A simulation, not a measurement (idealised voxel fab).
Process module under the name voxel wiring stack
170 nm wide, 5 nm square cells: that's cross-section cut.
Cross-section layout: square cells on a grid; listed as bands, top to bottom; a band spans one or more cell rows.
Basically the band line says how high the top is and how high the bottom is, in nm, and then what's in it from left to right, every material with its width in nm. Empty space shows up as "air", and if a single material carries "full width" it runs the full band edge to edge.
All heights in this document are referenced to 0, defined as the level beneath which the wafer, as received, consists entirely of one material. The lowest band is not bounded below; it extends indefinitely downward and is written in the form "0 down".
It should be noted that a width expressed as "30->40" varies in equal increments from row to row of cells within the band, taking the value of the first number at the top row and that of the second number at the bottom row.
Step note "identical to before" = no cross-section cell changed.
Heads up: "Catalogued sealed voids" only lists the empty pockets with no open path to the top that are 8 cells or more, and it writes them as width x height at distance, distance from the left edge, in nm.
Read whatever lies past the settings on a step's line as the simulator's own remark about the step.
The optional step-line setting "overlay nm" applies to steps with a mask and quantifies how far to the right of its planned location the mask lay, a negative value indicating leftward placement.
# Planned process steps
1) RECEIVE: material Si
2) CONFORMAL_DEP: material SiO2, thk nm 15
3) DIRECTIONAL_DEP: material TiN, thk nm 5
4) DIRECTIONAL_DEP: material Ru, thk nm 15
5) PATTERN: tone cover, mask id METAL_1, material resist, width nm 25, pitch nm 40, thk nm 15, overlay nm 0
6) DIRECTIONAL_ETCH: etch materials Ru, depth nm 15
7) DIRECTIONAL_ETCH: etch materials TiN, depth nm 5
8) STRIP: etch materials resist
9) CONFORMAL_DEP: material SiCN, thk nm 5
10) FILL_DEP: material lowk, thk nm 10
11) CMP: height nm 35
12) CONFORMAL_DEP: material SiCN, thk nm 5
13) DIRECTIONAL_DEP: material lowk, thk nm 10
14) PATTERN: tone open, mask id PLUG_1, material resist, width nm 15, thk nm 20, overlay nm 0
15) DIRECTIONAL_ETCH: etch materials lowk, depth nm 10
16) DIRECTIONAL_ETCH: etch materials SiCN, depth nm 5
17) STRIP: etch materials resist
18) CONFORMAL_DEP: material TiN, thk nm 5
19) FILL_DEP: material W, thk nm 10
20) CMP: height nm 50
21) DIRECTIONAL_DEP: material TiN, thk nm 5
22) DIRECTIONAL_DEP: material Ru, thk nm 25
23) DIRECTIONAL_DEP: material aC, thk nm 15
24) PATTERN: tone cover, mask id METAL_2, material resist, width nm 25, pitch nm 40, thk nm 30, overlay nm 0
25) DIRECTIONAL_ETCH: etch materials aC, depth nm 15
26) STRIP: etch materials resist
27) DIRECTIONAL_ETCH: etch materials Ru, depth nm 25
28) DIRECTIONAL_ETCH: etch materials TiN, depth nm 5
29) STRIP: etch materials aC
30) FILL_DEP: material lowk, thk nm 5
31) CMP: height nm 80
32) CONFORMAL_DEP: material SiCN, thk nm 5
33) DIRECTIONAL_DEP: material SiO2, thk nm 25
34) PATTERN: tone open, mask id METAL_3_HOLES, material resist, width nm 15, thk nm 15, overlay nm 0
35) DIRECTIONAL_ETCH: etch materials SiO2, depth nm 25
36) STRIP: etch materials resist
37) PATTERN: tone open, mask id METAL_3, material resist, width nm 25, pitch nm 40, thk nm 15, overlay nm 0
38) DIRECTIONAL_ETCH: etch materials SiO2, depth nm 15
39) DIRECTIONAL_ETCH: etch materials SiCN, depth nm 5
40) STRIP: etch materials resist
41) CONFORMAL_DEP: material TiN, thk nm 5
42) FILL_DEP: material Cu, thk nm 10
43) CMP: height nm 110
44) CONFORMAL_DEP: material SiN, thk nm 5
# Cross-section of the incoming wafer, state after step 1
    0 down | Si full width
    Catalogued sealed voids: none
# Final cross-section, module run with one mistake (start and plan as above)
    115 to 110 | SiN full width
    110 to 100 | 60 Cu / 5 TiN / 10 SiO2 / 5 TiN / 5 Cu / 5 TiN / 25 SiO2 / 5 TiN / 50 Cu
    100 to 95 | 55 TiN / 5 Cu / 5 TiN / 10 SiO2 / 15 TiN / 25 SiO2 / 55 TiN
    95 to 90 | 50 SiO2 / 5 TiN / 5 Cu / 5 TiN / 105 SiO2
    90 to 85 | 50 SiO2 / 15 TiN / 105 SiO2
    85 to 80 | SiCN full width
    80 to 55 | 50 lowk / 25 Ru / 15 lowk / 25 Ru / 55 lowk
    55 to 50 | 50 lowk / 25 TiN / 15 lowk / 25 TiN / 55 lowk
    50 to 40 | 50 lowk / 5 TiN / 5 W / 5 TiN / 105 lowk
    40 to 35 | 50 SiCN / 15 TiN / 105 SiCN
    35 to 20 | 45 lowk / 5 SiCN / 25 Ru / 5 SiCN / 5 lowk / 5 SiCN / 25 Ru / 5 SiCN / 50 lowk
    20 to 15 | 50 SiCN / 25 TiN / 15 SiCN / 25 TiN / 55 SiCN
    15 to 0 | SiO2 full width
    0 down | Si full width
    Catalogued sealed voids: none
Nonconformance to the process plan: it should be noted that step 37 was executed with settings other than those planned, the operation and settings actually applied being PATTERN: tone cover, mask id METAL_3, material resist, width nm 25, pitch nm 40, thk nm 15, overlay nm 0
